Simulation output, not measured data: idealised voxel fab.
The name of this process module is voxel self aligned vias.
This is section cut - it's 255 nm across, gridded in 5 nm square cells.
Notation: cross-section as square-cell grid; stated in bands, top first, going down; one or more cell rows per band. It is stipulated that each band's entry specify, in nanometres, the height of the top of the band and then that of its bottom, followed by the materials of the band in left-to-right sequence, each together with its width in nanometres. A single material marked by the word "everywhere" is understood to fill the band from edge to edge; the word "blank" is understood to denote empty space. Heights are expressed relative to 0, this being the level below which the as-received wafer comprises one material exclusively. The lowest band is unbounded in the downward direction and is denoted as in "from 0 down". Width spec "30..40" -> top row of cells at first value, bottom row at second value, equal per-row change in between. Step note "nothing was modified" = no cross-section cell changed. Basically, "Cavities, sealed" tells you about the enclosed voids: empty spaces with no open way to the top, 8 cells or bigger, each written width x height at distance, where distance is from the left edge, all in nm. Heads up: the bit after the settings on a step's line is the simulator's remark on that step. overlay nm, on a step with a mask: how far to the right of its planned place the mask lay; to the left if negative. Guide to the pairs. Each holds a before and an after cross-section around one process step; the after cross-section is cut off at the lowest band that changed. Look under the pair for the step between them and its settings. Pairs can come from different runs of this module on the same starting wafer, so a pair follows on from the one above it only where its entry headed "Cross-section, before" says it does.

## Cross-section, before
- from 0 down | Si everywhere
- Cavities, sealed: none

## Post-Step Snapshot
- from 15 to 0 | SiO2 everywhere
- For the remainder of the cross-section, below 0, there is no change.
- Cavities, sealed: none
The process step bridging the two cross-sections above: CONFORMAL_DEP,material SiO2,thk nm 15

Cross-section, before: unchanged from the after cross-section in the pair immediately above; refer to that figure.

## Post-Step Snapshot
- from 20 to 15 | SiCN everywhere
- For the remainder of the cross-section, below 15, there is no change.
- Cavities, sealed: none
The process step bridging the two cross-sections above: CONFORMAL_DEP,material SiCN,thk nm 5

Cross-section, before: unchanged from the after cross-section in the pair immediately above; refer to that figure.

## Post-Step Snapshot
- from 45 to 20 | lowk everywhere
- For the remainder of the cross-section, below 20, there is no change.
- Cavities, sealed: none
The process step bridging the two cross-sections above: DIRECTIONAL_DEP,material lowk,thk nm 25

Cross-section, before: unchanged from the after cross-section in the pair immediately above; refer to that figure.

## Post-Step Snapshot
- from 60 to 45 | 75 of resist  30 of blank  40 of resist  30 of blank  80 of resist
- For the remainder of the cross-section, below 45, there is no change.
- Cavities, sealed: none
The process step bridging the two cross-sections above: PATTERN,tone open,mask id LINES,material resist,width nm 30,pitch nm 70,thk nm 15,overlay nm 0

Cross-section, before: unchanged from the after cross-section in the pair immediately above; refer to that figure.

## Post-Step Snapshot
- from 60 to 45 | 75 of resist  30 of blank  40 of resist  30 of blank  80 of resist
- from 45 to 20 | 75 of lowk  30 of blank  40 of lowk  30 of blank  80 of lowk
- For the remainder of the cross-section, below 20, there is no change.
- Cavities, sealed: none
The process step bridging the two cross-sections above: DIRECTIONAL_ETCH,etch materials lowk,depth nm 25

Cross-section, before: unchanged from the after cross-section in the pair immediately above; refer to that figure.

## Post-Step Snapshot
- from 45 to 20 | 75 of lowk  30 of blank  40 of lowk  30 of blank  80 of lowk
- For the remainder of the cross-section, below 20, there is no change.
- Cavities, sealed: none
The process step bridging the two cross-sections above: STRIP,etch materials resist

Cross-section, before: unchanged from the after cross-section in the pair immediately above; refer to that figure.

## Post-Step Snapshot
- from 50 to 45 | 80 of TiN  20 of blank  50 of TiN  20 of blank  85 of TiN
- from 45 to 25 | 75 of lowk  5 of TiN  20 of blank  5 of TiN  40 of lowk  5 of TiN  20 of blank  5 of TiN  80 of lowk
- from 25 to 20 | 75 of lowk  30 of TiN  40 of lowk  30 of TiN  80 of lowk
- For the remainder of the cross-section, below 20, there is no change.
- Cavities, sealed: none
The process step bridging the two cross-sections above: CONFORMAL_DEP,material TiN,thk nm 5

Cross-section, before: unchanged from the after cross-section in the pair immediately above; refer to that figure.

## Post-Step Snapshot
- from 60 to 50 | W everywhere
- from 50 to 45 | 80 of TiN  20 of W  50 of TiN  20 of W  85 of TiN
- from 45 to 25 | 75 of lowk  5 of TiN  20 of W  5 of TiN  40 of lowk  5 of TiN  20 of W  5 of TiN  80 of lowk
- For the remainder of the cross-section, below 25, there is no change.
- Cavities, sealed: none
The process step bridging the two cross-sections above: FILL_DEP,material W,thk nm 10

Cross-section, before: unchanged from the after cross-section in the pair immediately above; refer to that figure.

## Post-Step Snapshot
- from 45 to 25 | 75 of lowk  5 of TiN  20 of W  5 of TiN  40 of lowk  5 of TiN  20 of W  5 of TiN  80 of lowk
- For the remainder of the cross-section, below 25, there is no change.
- Cavities, sealed: none
The process step bridging the two cross-sections above: CMP,height nm 45

Cross-section, before: unchanged from the after cross-section in the pair immediately above; refer to that figure.

## Post-Step Snapshot
- from 45 to 40 | 75 of lowk  30 of blank  40 of lowk  30 of blank  80 of lowk
- For the remainder of the cross-section, below 40, there is no change.
- Cavities, sealed: none
The process step bridging the two cross-sections above: SELECTIVE_ETCH,etch materials W Ru TiN,depth nm 5

Cross-section, before: unchanged from the after cross-section in the pair immediately above; refer to that figure.

## Post-Step Snapshot
- from 50 to 45 | SiN everywhere
- from 45 to 40 | 75 of lowk  30 of SiN  40 of lowk  30 of SiN  80 of lowk
- For the remainder of the cross-section, below 40, there is no change.
- Cavities, sealed: none
The process step bridging the two cross-sections above: FILL_DEP,material SiN,thk nm 5

Cross-section, before: unchanged from the after cross-section in the pair immediately above; refer to that figure.

## Post-Step Snapshot
- from 45 to 40 | 75 of lowk  30 of SiN  40 of lowk  30 of SiN  80 of lowk
- For the remainder of the cross-section, below 40, there is no change.
- Cavities, sealed: none
The process step bridging the two cross-sections above: CMP,height nm 45

Cross-section, before: unchanged from the after cross-section in the pair immediately above; refer to that figure.

## Post-Step Snapshot
- from 60 to 45 | lowk everywhere
- For the remainder of the cross-section, below 45, there is no change.
- Cavities, sealed: none
The process step bridging the two cross-sections above: DIRECTIONAL_DEP,material lowk,thk nm 15

Cross-section, before: unchanged from the after cross-section in the pair immediately above; refer to that figure.

## Post-Step Snapshot
- from 75 to 60 | aC everywhere
- For the remainder of the cross-section, below 60, there is no change.
- Cavities, sealed: none
The process step bridging the two cross-sections above: DIRECTIONAL_DEP,material aC,thk nm 15

Cross-section, before: unchanged from the after cross-section in the pair immediately above; refer to that figure.

## Post-Step Snapshot
- from 105 to 75 | 65 of resist  50 of blank  20 of resist  50 of blank  70 of resist
- For the remainder of the cross-section, below 75, there is no change.
- Cavities, sealed: none
The process step bridging the two cross-sections above: PATTERN,tone open,mask id VIAS,material resist,width nm 50,pitch nm 70,thk nm 30,overlay nm 0

Cross-section, before: unchanged from the after cross-section in the pair immediately above; refer to that figure.

## Post-Step Snapshot
- from 90 to 75 | 65 of resist  50 of blank  20 of resist  50 of blank  70 of resist
- from 75 to 60 | 65 of aC  50 of blank  20 of aC  50 of blank  70 of aC
- For the remainder of the cross-section, below 60, there is no change.
- Cavities, sealed: none
The process step bridging the two cross-sections above: DIRECTIONAL_ETCH,etch materials aC,depth nm 15

Cross-section, before: unchanged from the after cross-section in the pair immediately above; refer to that figure.

## Post-Step Snapshot
- from 75 to 60 | 65 of aC  50 of blank  20 of aC  50 of blank  70 of aC
- For the remainder of the cross-section, below 60, there is no change.
- Cavities, sealed: none
The process step bridging the two cross-sections above: STRIP,etch materials resist

Cross-section, before: unchanged from the after cross-section in the pair immediately above; refer to that figure.

## Post-Step Snapshot
- from 75 to 60 | 65 of aC  50 of blank  20 of aC  50 of blank  70 of aC
- from 60 to 45 | 65 of lowk  50 of blank  20 of lowk  50 of blank  70 of lowk
- For the remainder of the cross-section, below 45, there is no change.
- Cavities, sealed: none
The process step bridging the two cross-sections above: DIRECTIONAL_ETCH,etch materials lowk,depth nm 15

Cross-section, before: unchanged from the after cross-section in the pair immediately above; refer to that figure.

## Post-Step Snapshot
- from 75 to 60 | 65 of aC  50 of blank  20 of aC  50 of blank  70 of aC
- from 60 to 45 | 65 of lowk  50 of blank  20 of lowk  50 of blank  70 of lowk
- from 45 to 40 | 75 of lowk  30 of blank  40 of lowk  30 of blank  80 of lowk
- For the remainder of the cross-section, below 40, there is no change.
- Cavities, sealed: none
The process step bridging the two cross-sections above: DIRECTIONAL_ETCH,etch materials SiN,depth nm 5

Cross-section, before: unchanged from the after cross-section in the pair immediately above; refer to that figure.

## Post-Step Snapshot
- from 60 to 45 | 65 of lowk  50 of blank  20 of lowk  50 of blank  70 of lowk
- For the remainder of the cross-section, below 45, there is no change.
- Cavities, sealed: none
The process step bridging the two cross-sections above: STRIP,etch materials aC

Cross-section, before: unchanged from the after cross-section in the pair immediately above; refer to that figure.

## Post-Step Snapshot
- from 65 to 60 | 70 of TiN  40 of blank  30 of TiN  40 of blank  75 of TiN
- from 60 to 50 | 65 of lowk  5 of TiN  40 of blank  5 of TiN  20 of lowk  5 of TiN  40 of blank  5 of TiN  70 of lowk
- from 50 to 45 | 65 of lowk  15 of TiN  20 of blank  15 of TiN  20 of lowk  15 of TiN  20 of blank  15 of TiN  70 of lowk
- from 45 to 40 | 75 of lowk  30 of TiN  40 of lowk  30 of TiN  80 of lowk
- For the remainder of the cross-section, below 40, there is no change.
- Cavities, sealed: none
The process step bridging the two cross-sections above: CONFORMAL_DEP,material TiN,thk nm 5

Cross-section, before: unchanged from the after cross-section in the pair immediately above; refer to that figure.

## Post-Step Snapshot
- from 75 to 65 | Cu everywhere
- from 65 to 60 | 70 of TiN  40 of Cu  30 of TiN  40 of Cu  75 of TiN
- from 60 to 50 | 65 of lowk  5 of TiN  40 of Cu  5 of TiN  20 of lowk  5 of TiN  40 of Cu  5 of TiN  70 of lowk
- from 50 to 45 | 65 of lowk  15 of TiN  20 of Cu  15 of TiN  20 of lowk  15 of TiN  20 of Cu  15 of TiN  70 of lowk
- For the remainder of the cross-section, below 45, there is no change.
- Cavities, sealed: none
The process step bridging the two cross-sections above: FILL_DEP,material Cu,thk nm 10

Cross-section, before: unchanged from the after cross-section in the pair immediately above; refer to that figure.

## Post-Step Snapshot
- from 60 to 50 | 65 of lowk  5 of TiN  40 of Cu  5 of TiN  20 of lowk  5 of TiN  40 of Cu  5 of TiN  70 of lowk
- For the remainder of the cross-section, below 50, there is no change.
- Cavities, sealed: none
The process step bridging the two cross-sections above: CMP,height nm 60

Cross-section, before: unchanged from the after cross-section in the pair immediately above; refer to that figure.

## Post-Step Snapshot
- from 65 to 60 | SiN everywhere
- For the remainder of the cross-section, below 60, there is no change.
- Cavities, sealed: none
The process step bridging the two cross-sections above: CONFORMAL_DEP,material SiN,thk nm 5

## Cross-section, before
- from 75 to 65 | Cu everywhere
- from 65 to 60 | 70 of TiN  40 of Cu  30 of TiN  40 of Cu  75 of TiN
- from 60 to 50 | 65 of lowk  5 of TiN  40 of Cu  5 of TiN  20 of lowk  5 of TiN  40 of Cu  5 of TiN  70 of lowk
- from 50 to 45 | 65 of lowk  15 of TiN  20 of Cu  15 of TiN  20 of lowk  15 of TiN  20 of Cu  15 of TiN  70 of lowk
- from 45 to 40 | 75 of lowk  30 of TiN  40 of lowk  30 of TiN  80 of lowk
- from 40 to 25 | 75 of lowk  5 of TiN  20 of W  5 of TiN  40 of lowk  5 of TiN  20 of W  5 of TiN  80 of lowk
- from 25 to 20 | 75 of lowk  30 of TiN  40 of lowk  30 of TiN  80 of lowk
- from 20 to 15 | SiCN everywhere
- from 15 to 0 | SiO2 everywhere
- from 0 down | Si everywhere
- Cavities, sealed: none

## Post-Step Snapshot
- from 80 to 75 | SiN everywhere
- For the remainder of the cross-section, below 75, there is no change.
- Cavities, sealed: none
The process step bridging the two cross-sections above: CONFORMAL_DEP,material SiN,thk nm 5

## Cross-section, before
- from 15 to 0 | SiO2 everywhere
- from 0 down | Si everywhere
- Cavities, sealed: none

## Post-Step Snapshot
- from 30 to 0 | SiO2 everywhere
- For the remainder of the cross-section, below 0, there is no change.
- Cavities, sealed: none
The process step bridging the two cross-sections above: CONFORMAL_DEP,material SiO2,thk nm 15

Cross-section, before: unchanged from the after cross-section in the pair immediately above; refer to that figure.

## Post-Step Snapshot
- from 35 to 30 | SiCN everywhere
- For the remainder of the cross-section, below 30, there is no change.
- Cavities, sealed: none
The process step bridging the two cross-sections above: CONFORMAL_DEP,material SiCN,thk nm 5

Cross-section, before: unchanged from the after cross-section in the pair immediately above; refer to that figure.

## Post-Step Snapshot
- from 60 to 35 | lowk everywhere
- For the remainder of the cross-section, below 35, there is no change.
- Cavities, sealed: none
The process step bridging the two cross-sections above: DIRECTIONAL_DEP,material lowk,thk nm 25

Cross-section, before: unchanged from the after cross-section in the pair immediately above; refer to that figure.

## Post-Step Snapshot
- from 75 to 60 | 75 of resist  30 of blank  40 of resist  30 of blank  80 of resist
- For the remainder of the cross-section, below 60, there is no change.
- Cavities, sealed: none
The process step bridging the two cross-sections above: PATTERN,tone open,mask id LINES,material resist,width nm 30,pitch nm 70,thk nm 15,overlay nm 0

Cross-section, before: unchanged from the after cross-section in the pair immediately above; refer to that figure.

## Post-Step Snapshot
- from 75 to 60 | 75 of resist  30 of blank  40 of resist  30 of blank  80 of resist
- from 60 to 35 | 75 of lowk  30 of blank  40 of lowk  30 of blank  80 of lowk
- For the remainder of the cross-section, below 35, there is no change.
- Cavities, sealed: none
The process step bridging the two cross-sections above: DIRECTIONAL_ETCH,etch materials lowk,depth nm 25

Cross-section, before: unchanged from the after cross-section in the pair immediately above; refer to that figure.

## Post-Step Snapshot
- from 60 to 35 | 75 of lowk  30 of blank  40 of lowk  30 of blank  80 of lowk
- For the remainder of the cross-section, below 35, there is no change.
- Cavities, sealed: none
The process step bridging the two cross-sections above: STRIP,etch materials resist

Cross-section, before: unchanged from the after cross-section in the pair immediately above; refer to that figure.

## Post-Step Snapshot
- from 65 to 60 | 80 of TiN  20 of blank  50 of TiN  20 of blank  85 of TiN
- from 60 to 40 | 75 of lowk  5 of TiN  20 of blank  5 of TiN  40 of lowk  5 of TiN  20 of blank  5 of TiN  80 of lowk
- from 40 to 35 | 75 of lowk  30 of TiN  40 of lowk  30 of TiN  80 of lowk
- For the remainder of the cross-section, below 35, there is no change.
- Cavities, sealed: none
The process step bridging the two cross-sections above: CONFORMAL_DEP,material TiN,thk nm 5

Cross-section, before: unchanged from the after cross-section in the pair immediately above; refer to that figure.

## Post-Step Snapshot
- from 75 to 65 | W everywhere
- from 65 to 60 | 80 of TiN  20 of W  50 of TiN  20 of W  85 of TiN
- from 60 to 40 | 75 of lowk  5 of TiN  20 of W  5 of TiN  40 of lowk  5 of TiN  20 of W  5 of TiN  80 of lowk
- For the remainder of the cross-section, below 40, there is no change.
- Cavities, sealed: none
The process step bridging the two cross-sections above: FILL_DEP,material W,thk nm 10

Cross-section, before: unchanged from the after cross-section in the pair immediately above; refer to that figure.

## Post-Step Snapshot
- from 45 to 40 | 75 of lowk  5 of TiN  20 of W  5 of TiN  40 of lowk  5 of TiN  20 of W  5 of TiN  80 of lowk
- For the remainder of the cross-section, below 40, there is no change.
- Cavities, sealed: none
The process step bridging the two cross-sections above: CMP,height nm 45

Cross-section, before: unchanged from the after cross-section in the pair immediately above; refer to that figure.

## Post-Step Snapshot
- from 45 to 40 | 75 of lowk  30 of blank  40 of lowk  30 of blank  80 of lowk
- For the remainder of the cross-section, below 40, there is no change.
- Cavities, sealed: none
The process step bridging the two cross-sections above: SELECTIVE_ETCH,etch materials W Ru TiN,depth nm 5

Cross-section, before: unchanged from the after cross-section in the pair immediately above; refer to that figure.

## Post-Step Snapshot
- from 50 to 45 | SiN everywhere
- from 45 to 40 | 75 of lowk  30 of SiN  40 of lowk  30 of SiN  80 of lowk
- For the remainder of the cross-section, below 40, there is no change.
- Cavities, sealed: none
The process step bridging the two cross-sections above: FILL_DEP,material SiN,thk nm 5

Cross-section, before: unchanged from the after cross-section in the pair immediately above; refer to that figure.

## Post-Step Snapshot
- from 45 to 40 | 75 of lowk  30 of SiN  40 of lowk  30 of SiN  80 of lowk
- For the remainder of the cross-section, below 40, there is no change.
- Cavities, sealed: none
The process step bridging the two cross-sections above: CMP,height nm 45

Cross-section, before: unchanged from the after cross-section in the pair immediately above; refer to that figure.

## Post-Step Snapshot
- from 60 to 45 | lowk everywhere
- For the remainder of the cross-section, below 45, there is no change.
- Cavities, sealed: none
The process step bridging the two cross-sections above: DIRECTIONAL_DEP,material lowk,thk nm 15

Cross-section, before: unchanged from the after cross-section in the pair immediately above; refer to that figure.

## Post-Step Snapshot
- from 75 to 60 | aC everywhere
- For the remainder of the cross-section, below 60, there is no change.
- Cavities, sealed: none
The process step bridging the two cross-sections above: DIRECTIONAL_DEP,material aC,thk nm 15

Cross-section, before: unchanged from the after cross-section in the pair immediately above; refer to that figure.

## Post-Step Snapshot
- from 105 to 75 | 65 of resist  50 of blank  20 of resist  50 of blank  70 of resist
- For the remainder of the cross-section, below 75, there is no change.
- Cavities, sealed: none
The process step bridging the two cross-sections above: PATTERN,tone open,mask id VIAS,material resist,width nm 50,pitch nm 70,thk nm 30,overlay nm 0

Cross-section, before: unchanged from the after cross-section in the pair immediately above; refer to that figure.

## Post-Step Snapshot
- from 90 to 75 | 65 of resist  50 of blank  20 of resist  50 of blank  70 of resist
- from 75 to 60 | 65 of aC  50 of blank  20 of aC  50 of blank  70 of aC
- For the remainder of the cross-section, below 60, there is no change.
- Cavities, sealed: none
The process step bridging the two cross-sections above: DIRECTIONAL_ETCH,etch materials aC,depth nm 15

Cross-section, before: unchanged from the after cross-section in the pair immediately above; refer to that figure.

## Post-Step Snapshot
- from 75 to 60 | 65 of aC  50 of blank  20 of aC  50 of blank  70 of aC
- For the remainder of the cross-section, below 60, there is no change.
- Cavities, sealed: none
The process step bridging the two cross-sections above: STRIP,etch materials resist

Cross-section, before: unchanged from the after cross-section in the pair immediately above; refer to that figure.

## Post-Step Snapshot
- from 75 to 60 | 65 of aC  50 of blank  20 of aC  50 of blank  70 of aC
- from 60 to 45 | 65 of lowk  50 of blank  20 of lowk  50 of blank  70 of lowk
- For the remainder of the cross-section, below 45, there is no change.
- Cavities, sealed: none
The process step bridging the two cross-sections above: DIRECTIONAL_ETCH,etch materials lowk,depth nm 15

Cross-section, before: unchanged from the after cross-section in the pair immediately above; refer to that figure.

## Post-Step Snapshot
- from 75 to 60 | 65 of aC  50 of blank  20 of aC  50 of blank  70 of aC
- from 60 to 45 | 65 of lowk  50 of blank  20 of lowk  50 of blank  70 of lowk
- from 45 to 40 | 75 of lowk  30 of blank  40 of lowk  30 of blank  80 of lowk
- For the remainder of the cross-section, below 40, there is no change.
- Cavities, sealed: none
The process step bridging the two cross-sections above: DIRECTIONAL_ETCH,etch materials SiN,depth nm 5

Cross-section, before: unchanged from the after cross-section in the pair immediately above; refer to that figure.

## Post-Step Snapshot
- from 60 to 45 | 65 of lowk  50 of blank  20 of lowk  50 of blank  70 of lowk
- For the remainder of the cross-section, below 45, there is no change.
- Cavities, sealed: none
The process step bridging the two cross-sections above: STRIP,etch materials aC

Cross-section, before: unchanged from the after cross-section in the pair immediately above; refer to that figure.

## Post-Step Snapshot
- from 65 to 60 | 70 of TiN  40 of blank  30 of TiN  40 of blank  75 of TiN
- from 60 to 50 | 65 of lowk  5 of TiN  40 of blank  5 of TiN  20 of lowk  5 of TiN  40 of blank  5 of TiN  70 of lowk
- from 50 to 45 | 65 of lowk  15 of TiN  20 of blank  15 of TiN  20 of lowk  15 of TiN  20 of blank  15 of TiN  70 of lowk
- from 45 to 35 | 75 of lowk  30 of TiN  40 of lowk  30 of TiN  80 of lowk
- For the remainder of the cross-section, below 35, there is no change.
- Cavities, sealed: none
The process step bridging the two cross-sections above: CONFORMAL_DEP,material TiN,thk nm 5

Cross-section, before: unchanged from the after cross-section in the pair immediately above; refer to that figure.

## Post-Step Snapshot
- from 75 to 65 | Cu everywhere
- from 65 to 60 | 70 of TiN  40 of Cu  30 of TiN  40 of Cu  75 of TiN
- from 60 to 50 | 65 of lowk  5 of TiN  40 of Cu  5 of TiN  20 of lowk  5 of TiN  40 of Cu  5 of TiN  70 of lowk
- from 50 to 45 | 65 of lowk  15 of TiN  20 of Cu  15 of TiN  20 of lowk  15 of TiN  20 of Cu  15 of TiN  70 of lowk
- For the remainder of the cross-section, below 45, there is no change.
- Cavities, sealed: none
The process step bridging the two cross-sections above: FILL_DEP,material Cu,thk nm 10

Cross-section, before: unchanged from the after cross-section in the pair immediately above; refer to that figure.

## Post-Step Snapshot
- from 60 to 50 | 65 of lowk  5 of TiN  40 of Cu  5 of TiN  20 of lowk  5 of TiN  40 of Cu  5 of TiN  70 of lowk
- For the remainder of the cross-section, below 50, there is no change.
- Cavities, sealed: none
The process step bridging the two cross-sections above: CMP,height nm 60

Cross-section, before: unchanged from the after cross-section in the pair immediately above; refer to that figure.

## Post-Step Snapshot
- from 65 to 60 | SiN everywhere
- For the remainder of the cross-section, below 60, there is no change.
- Cavities, sealed: none
The process step bridging the two cross-sections above: CONFORMAL_DEP,material SiN,thk nm 5

## Cross-section, before
- from 0 down | Si everywhere
- Cavities, sealed: none

## Post-Step Snapshot
- from 5 to 0 | SiCN everywhere
- For the remainder of the cross-section, below 0, there is no change.
- Cavities, sealed: none
The process step bridging the two cross-sections above: CONFORMAL_DEP,material SiCN,thk nm 5

Cross-section, before: unchanged from the after cross-section in the pair immediately above; refer to that figure.

## Post-Step Snapshot
- from 20 to 5 | SiO2 everywhere
- For the remainder of the cross-section, below 5, there is no change.
- Cavities, sealed: none
The process step bridging the two cross-sections above: CONFORMAL_DEP,material SiO2,thk nm 15

Cross-section, before: unchanged from the after cross-section in the pair immediately above; refer to that figure.

## Post-Step Snapshot
- from 45 to 20 | lowk everywhere
- For the remainder of the cross-section, below 20, there is no change.
- Cavities, sealed: none
The process step bridging the two cross-sections above: DIRECTIONAL_DEP,material lowk,thk nm 25

Cross-section, before: unchanged from the after cross-section in the pair immediately above; refer to that figure.

## Post-Step Snapshot
- from 60 to 45 | 75 of resist  30 of blank  40 of resist  30 of blank  80 of resist
- For the remainder of the cross-section, below 45, there is no change.
- Cavities, sealed: none
The process step bridging the two cross-sections above: PATTERN,tone open,mask id LINES,material resist,width nm 30,pitch nm 70,thk nm 15,overlay nm 0

Cross-section, before: unchanged from the after cross-section in the pair immediately above; refer to that figure.

## Post-Step Snapshot
- from 60 to 45 | 75 of resist  30 of blank  40 of resist  30 of blank  80 of resist
- from 45 to 20 | 75 of lowk  30 of blank  40 of lowk  30 of blank  80 of lowk
- For the remainder of the cross-section, below 20, there is no change.
- Cavities, sealed: none
The process step bridging the two cross-sections above: DIRECTIONAL_ETCH,etch materials lowk,depth nm 25

Cross-section, before: unchanged from the after cross-section in the pair immediately above; refer to that figure.

## Post-Step Snapshot
- from 45 to 20 | 75 of lowk  30 of blank  40 of lowk  30 of blank  80 of lowk
- For the remainder of the cross-section, below 20, there is no change.
- Cavities, sealed: none
The process step bridging the two cross-sections above: STRIP,etch materials resist

Cross-section, before: unchanged from the after cross-section in the pair immediately above; refer to that figure.

## Post-Step Snapshot
- from 50 to 45 | 80 of TiN  20 of blank  50 of TiN  20 of blank  85 of TiN
- from 45 to 25 | 75 of lowk  5 of TiN  20 of blank  5 of TiN  40 of lowk  5 of TiN  20 of blank  5 of TiN  80 of lowk
- from 25 to 20 | 75 of lowk  30 of TiN  40 of lowk  30 of TiN  80 of lowk
- For the remainder of the cross-section, below 20, there is no change.
- Cavities, sealed: none
The process step bridging the two cross-sections above: CONFORMAL_DEP,material TiN,thk nm 5

Cross-section, before: unchanged from the after cross-section in the pair immediately above; refer to that figure.

## Post-Step Snapshot
- from 60 to 50 | W everywhere
- from 50 to 45 | 80 of TiN  20 of W  50 of TiN  20 of W  85 of TiN
- from 45 to 25 | 75 of lowk  5 of TiN  20 of W  5 of TiN  40 of lowk  5 of TiN  20 of W  5 of TiN  80 of lowk
- For the remainder of the cross-section, below 25, there is no change.
- Cavities, sealed: none
The process step bridging the two cross-sections above: FILL_DEP,material W,thk nm 10

Cross-section, before: unchanged from the after cross-section in the pair immediately above; refer to that figure.

## Post-Step Snapshot
- from 45 to 25 | 75 of lowk  5 of TiN  20 of W  5 of TiN  40 of lowk  5 of TiN  20 of W  5 of TiN  80 of lowk
- For the remainder of the cross-section, below 25, there is no change.
- Cavities, sealed: none
The process step bridging the two cross-sections above: CMP,height nm 45

Cross-section, before: unchanged from the after cross-section in the pair immediately above; refer to that figure.

## Post-Step Snapshot
- from 45 to 40 | 75 of lowk  30 of blank  40 of lowk  30 of blank  80 of lowk
- For the remainder of the cross-section, below 40, there is no change.
- Cavities, sealed: none
The process step bridging the two cross-sections above: SELECTIVE_ETCH,etch materials W Ru TiN,depth nm 5

Cross-section, before: unchanged from the after cross-section in the pair immediately above; refer to that figure.

## Post-Step Snapshot
- from 50 to 45 | SiN everywhere
- from 45 to 40 | 75 of lowk  30 of SiN  40 of lowk  30 of SiN  80 of lowk
- For the remainder of the cross-section, below 40, there is no change.
- Cavities, sealed: none
The process step bridging the two cross-sections above: FILL_DEP,material SiN,thk nm 5

Cross-section, before: unchanged from the after cross-section in the pair immediately above; refer to that figure.

## Post-Step Snapshot
- from 45 to 40 | 75 of lowk  30 of SiN  40 of lowk  30 of SiN  80 of lowk
- For the remainder of the cross-section, below 40, there is no change.
- Cavities, sealed: none
The process step bridging the two cross-sections above: CMP,height nm 45

Cross-section, before: unchanged from the after cross-section in the pair immediately above; refer to that figure.

## Post-Step Snapshot
- from 60 to 45 | lowk everywhere
- For the remainder of the cross-section, below 45, there is no change.
- Cavities, sealed: none
The process step bridging the two cross-sections above: DIRECTIONAL_DEP,material lowk,thk nm 15

Cross-section, before: unchanged from the after cross-section in the pair immediately above; refer to that figure.

## Post-Step Snapshot
- from 75 to 60 | aC everywhere
- For the remainder of the cross-section, below 60, there is no change.
- Cavities, sealed: none
The process step bridging the two cross-sections above: DIRECTIONAL_DEP,material aC,thk nm 15

Cross-section, before: unchanged from the after cross-section in the pair immediately above; refer to that figure.

## Post-Step Snapshot
- from 105 to 75 | 65 of resist  50 of blank  20 of resist  50 of blank  70 of resist
- For the remainder of the cross-section, below 75, there is no change.
- Cavities, sealed: none
The process step bridging the two cross-sections above: PATTERN,tone open,mask id VIAS,material resist,width nm 50,pitch nm 70,thk nm 30,overlay nm 0

Cross-section, before: unchanged from the after cross-section in the pair immediately above; refer to that figure.

## Post-Step Snapshot
- from 90 to 75 | 65 of resist  50 of blank  20 of resist  50 of blank  70 of resist
- from 75 to 60 | 65 of aC  50 of blank  20 of aC  50 of blank  70 of aC
- For the remainder of the cross-section, below 60, there is no change.
- Cavities, sealed: none
The process step bridging the two cross-sections above: DIRECTIONAL_ETCH,etch materials aC,depth nm 15

Cross-section, before: unchanged from the after cross-section in the pair immediately above; refer to that figure.

## Post-Step Snapshot
- from 75 to 60 | 65 of aC  50 of blank  20 of aC  50 of blank  70 of aC
- For the remainder of the cross-section, below 60, there is no change.
- Cavities, sealed: none
The process step bridging the two cross-sections above: STRIP,etch materials resist

Cross-section, before: unchanged from the after cross-section in the pair immediately above; refer to that figure.

## Post-Step Snapshot
- from 75 to 60 | 65 of aC  50 of blank  20 of aC  50 of blank  70 of aC
- from 60 to 45 | 65 of lowk  50 of blank  20 of lowk  50 of blank  70 of lowk
- For the remainder of the cross-section, below 45, there is no change.
- Cavities, sealed: none
The process step bridging the two cross-sections above: DIRECTIONAL_ETCH,etch materials lowk,depth nm 15

Cross-section, before: unchanged from the after cross-section in the pair immediately above; refer to that figure.

## Post-Step Snapshot
- from 75 to 60 | 65 of aC  50 of blank  20 of aC  50 of blank  70 of aC
- from 60 to 45 | 65 of lowk  50 of blank  20 of lowk  50 of blank  70 of lowk
- from 45 to 40 | 75 of lowk  30 of blank  40 of lowk  30 of blank  80 of lowk
- For the remainder of the cross-section, below 40, there is no change.
- Cavities, sealed: none
The process step bridging the two cross-sections above: DIRECTIONAL_ETCH,etch materials SiN,depth nm 5

Cross-section, before: unchanged from the after cross-section in the pair immediately above; refer to that figure.

## Post-Step Snapshot
- from 60 to 45 | 65 of lowk  50 of blank  20 of lowk  50 of blank  70 of lowk
- For the remainder of the cross-section, below 45, there is no change.
- Cavities, sealed: none
The process step bridging the two cross-sections above: STRIP,etch materials aC

Cross-section, before: unchanged from the after cross-section in the pair immediately above; refer to that figure.

## Post-Step Snapshot
- from 65 to 60 | 70 of TiN  40 of blank  30 of TiN  40 of blank  75 of TiN
- from 60 to 50 | 65 of lowk  5 of TiN  40 of blank  5 of TiN  20 of lowk  5 of TiN  40 of blank  5 of TiN  70 of lowk
- from 50 to 45 | 65 of lowk  15 of TiN  20 of blank  15 of TiN  20 of lowk  15 of TiN  20 of blank  15 of TiN  70 of lowk
- from 45 to 40 | 75 of lowk  30 of TiN  40 of lowk  30 of TiN  80 of lowk
- For the remainder of the cross-section, below 40, there is no change.
- Cavities, sealed: none
The process step bridging the two cross-sections above: CONFORMAL_DEP,material TiN,thk nm 5

Cross-section, before: unchanged from the after cross-section in the pair immediately above; refer to that figure.

## Post-Step Snapshot
- from 75 to 65 | Cu everywhere
- from 65 to 60 | 70 of TiN  40 of Cu  30 of TiN  40 of Cu  75 of TiN
- from 60 to 50 | 65 of lowk  5 of TiN  40 of Cu  5 of TiN  20 of lowk  5 of TiN  40 of Cu  5 of TiN  70 of lowk
- from 50 to 45 | 65 of lowk  15 of TiN  20 of Cu  15 of TiN  20 of lowk  15 of TiN  20 of Cu  15 of TiN  70 of lowk
- For the remainder of the cross-section, below 45, there is no change.
- Cavities, sealed: none
The process step bridging the two cross-sections above: FILL_DEP,material Cu,thk nm 10

Cross-section, before: unchanged from the after cross-section in the pair immediately above; refer to that figure.

## Post-Step Snapshot
- from 60 to 50 | 65 of lowk  5 of TiN  40 of Cu  5 of TiN  20 of lowk  5 of TiN  40 of Cu  5 of TiN  70 of lowk
- For the remainder of the cross-section, below 50, there is no change.
- Cavities, sealed: none
The process step bridging the two cross-sections above: CMP,height nm 60

Cross-section, before: unchanged from the after cross-section in the pair immediately above; refer to that figure.

## Post-Step Snapshot
- from 65 to 60 | SiN everywhere
- For the remainder of the cross-section, below 60, there is no change.
- Cavities, sealed: none
The process step bridging the two cross-sections above: CONFORMAL_DEP,material SiN,thk nm 5
